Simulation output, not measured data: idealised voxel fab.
process module | voxel trench capacitor
cross-section cut | 280 nm wide | cells 5 nm
A cross-section is a grid of square cells, given in bands from the top down. A band is one or more rows of cells.
Each band's line starts with the height of the band's top and of its bottom, in nm. Then come its materials from left to right, each with its width in nm. One material with "throughout" fills the band from edge to edge. "air" is empty space.
Height 0 is the level under which the wafer as received is all one material. The lowest band goes on downwards, as in "0 down".
A width such as "30 to 40" changes by the same amount from each row of cells to the next, from the band's top row to its bottom row.
"no change" after a step means that no cell of the cross-section changed.
closed voids: empty space of 8 cells or more with no open way to the top, each as width x height at its distance from the left edge, in nm
after a step's settings: what the simulator itself notes on the step
overlay nm, on a step with a mask: how far to the right of its planned place the mask lay; to the left if negative
plan
1 op RECEIVE | material Si
2 op CONFORMAL_DEP | material SiN | thk nm 5
3 op MASKED_ETCH | tone open | mask id TRENCH | width nm 20 | pitch nm 40 | etch materials SiN | depth nm 10 | overlay nm 0
4 op MASKED_ETCH | tone open | mask id TRENCH | width nm 20 | pitch nm 40 | etch materials Si | depth nm 40 | overlay nm 0
5 op CONFORMAL_DEP | material SiO2 | thk nm 5
6 op FILL_DEP | material polySi | thk nm 10
7 op CMP | height nm 10
varied across the wafers: thk nm of step 2. The plan shows the first wafer's value. All wafers start alike
first wafer as received, after step 1
  0 down: Si throughout
  closed voids: none
each wafer at the end: cells of each material gained (+) or lost (-) since it was received, then its closed voids
thk nm 5 | -96 Si | +44 SiN | +110 SiO2 | +54 polySi | closed voids: none
thk nm 10 | -96 Si | +88 SiN | +66 SiO2 | +54 polySi | closed voids: none
thk nm 15 | +100 SiN | +12 SiO2 | closed voids: none
thk nm 20 | +112 SiN | closed voids: none
thk nm 25 | +112 SiN | closed voids: none
